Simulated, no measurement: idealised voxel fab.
Process module under the name voxel released beams
Square cells of 5 nm make up the cross-section cut, whose width is 205 nm.
How to read a cross-section here: the picture is a grid of square cells, written as bands going from the top down, and any band can span one or more rows of cells.
For a band, the entry starts with two heights in nm, that of the top and then that of the bottom, and carries on with the band's materials in order from left to right, each alongside its width in nm; the word "full width" beside a single material means it fills the band edge to edge, and "empty" means empty space.
Ref level 0: as-received wafer is one material below here. Bottom band extends down with no lower bound ("0..down").
A width given as "30 to 40" starts at the first number in the band's top row and ends at the second number in its bottom row, shifting by an equal amount at every step from row to row.
When a step is marked "nothing got changed", none of the cells in the cross-section changed during that step.
"Fully closed voids" means: voids of 8 cells or more that are shut off from the top with no open way through. Written width x height at distance, distance from the left edge, in nm.
Note: text after step settings on the step line = simulator remark on that step.
overlay nm: on a step with a mask, how far right of its planned place the mask lay; negative means left.
### Planned process steps
step 1: RECEIVE with material Si
step 2: CONFORMAL_DEP with material SiN, thk nm 5
step 3: DIRECTIONAL_DEP with material SiO2, thk nm 15
step 4: MASKED_ETCH with tone open, mask id ANCHOR, width nm 45, etch materials SiO2, depth nm 15, overlay nm 0
step 5: CONFORMAL_DEP with material TiN, thk nm 15
step 6: MASKED_ETCH with tone cover, mask id BEAM, width nm 95, etch materials TiN, depth nm 15, overlay nm 0
step 7: STRIP with etch materials SiO2
All wafers enter the flow in the same state. The thk nm at step 2 differs from wafer to wafer, and the plan gives the value for the first wafer.
### As-received cross-section, first of several wafers, post step 1
- 0..down  Si full width
- Fully closed voids: none
### End-of-module cross-section, first of several wafers, after last step 7
- 35..20  50 of empty / 20 of TiN / 15 of empty / 60 of TiN / 60 of empty
- 20..5  55 of empty / 45 of TiN / 105 of empty
- 5..0  SiN full width
- 0..down  Si full width
- Fully closed voids: none
### Of the several wafers, the last: cross-section at the end of the module
- 55..40  50 of empty / 20 of TiN / 15 of empty / 60 of TiN / 60 of empty
- 40..25  55 of empty / 45 of TiN / 105 of empty
- 25..0  SiN full width
- 0..down  Si full width
- Fully closed voids: none
### Below: a row per wafer. Contents at end of module: for every material, cells gained since receipt (+) or lost since receipt (-); then closed voids
thk nm 5, +41 SiN, +75 TiN, Fully closed voids: none
thk nm 10, +82 SiN, +75 TiN, Fully closed voids: none
thk nm 15, +123 SiN, +75 TiN, Fully closed voids: none
thk nm 20, +164 SiN, +75 TiN, Fully closed voids: none
thk nm 25, +205 SiN, +75 TiN, Fully closed voids: none
